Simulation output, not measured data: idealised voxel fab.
The name of this process module is voxel trench capacitor.
Cross-section cut spans 205 nm and uses square cells 5 nm in size.
Think of the cross-section as a grid of square cells. We describe it in bands, top to bottom, and each band covers one or more rows of those cells.
Within each band entry, the heights of the top and of the bottom of the band appear first, in that order and in nm; the materials of the band then follow from left to right, each with its corresponding width in nm. The designation "edge to edge" on a single material indicates that it fills the band from edge to edge; the designation "empty" indicates empty space.
We count height from 0. Below that, the starting wafer is all one material. The lowest band never ends at the bottom but goes on down; see "z 0 and below" for how that is written.
So if you see something like "30->40" for the width, read it as the top row of the band sitting at the first number and the bottom row at the second, with every row in between moving by the same amount as the last.
Basically "stayed the same" means that step didn't change any cell in the cross-section.
"Fully closed voids" enumerates empty spaces isolated from the top, with no open way to it, that contain at least 8 cells, giving each as width x height at distance from the left edge, all three in nm.
That trailing text on a step's line, after the settings, is the simulator's own remark on the step.
overlay nm: mask right of planned place by this much (step with mask). Neg. = left.

So here's the lineup of process steps we planned
| 1 | RECEIVE with material Si |
| 2 | CONFORMAL_DEP with material SiN, thk nm 10 |
| 3 | MASKED_ETCH with tone open, mask id TRENCH, width nm 25, pitch nm 40, etch materials SiN, depth nm 10, overlay nm 0 |
| 4 | MASKED_ETCH with tone open, mask id TRENCH, width nm 25, pitch nm 40, etch materials Si, depth nm 30, overlay nm 0 |
| 5 | CONFORMAL_DEP with material SiO2, thk nm 5 |
| 6 | FILL_DEP with material polySi, thk nm 5 |
| 7 | CMP with height nm 0 |
Quick note for whoever runs this: the wafers start identical, but the height nm at step 7 isn't the same across them. The plan just shows what the first wafer had.

Received condition of the first of several wafers, sectioned: post-step 1
    z 0 and below  Si edge to edge
    Fully closed voids: none

The figure below presents a cross-section of the first of several wafers at the conclusion of the module, following its last step, step 7
    z 0 to -25  Si: 70 | SiO2: 5 | polySi: 15 | SiO2: 5 | Si: 15 | SiO2: 5 | polySi: 15 | SiO2: 5 | Si: 70
    z -25 to -30  Si: 70 | SiO2: 25 | Si: 15 | SiO2: 25 | Si: 70
    z -30 and below  Si edge to edge
    Fully closed voids: none

Cross-section of the final wafer among several, taken at the end of the module
    z 20 to 15  polySi edge to edge
    z 15 to 10  SiO2: 75 | polySi: 15 | SiO2: 25 | polySi: 15 | SiO2: 75
    z 10 to 0  SiN: 70 | SiO2: 5 | polySi: 15 | SiO2: 5 | SiN: 15 | SiO2: 5 | polySi: 15 | SiO2: 5 | SiN: 70
    z 0 to -25  Si: 70 | SiO2: 5 | polySi: 15 | SiO2: 5 | Si: 15 | SiO2: 5 | polySi: 15 | SiO2: 5 | Si: 70
    z -25 to -30  Si: 70 | SiO2: 25 | Si: 15 | SiO2: 25 | Si: 70
    z -30 and below  Si edge to edge
    Fully closed voids: none

The table below has one row for each wafer; a row shows, as of the end of the module, how many cells of each material the wafer has gained, marked (+), or lost, marked (-), since it was received, and then the wafer's closed voids
height nm 0; -60 Si; +30 SiO2; +30 polySi; Fully closed voids: none
height nm 5; -60 Si; +31 SiN; +34 SiO2; +36 polySi; Fully closed voids: none
height nm 10; -60 Si; +62 SiN; +38 SiO2; +42 polySi; Fully closed voids: none
height nm 15; -60 Si; +62 SiN; +73 SiO2; +48 polySi; Fully closed voids: none
height nm 20; -60 Si; +62 SiN; +73 SiO2; +89 polySi; Fully closed voids: none
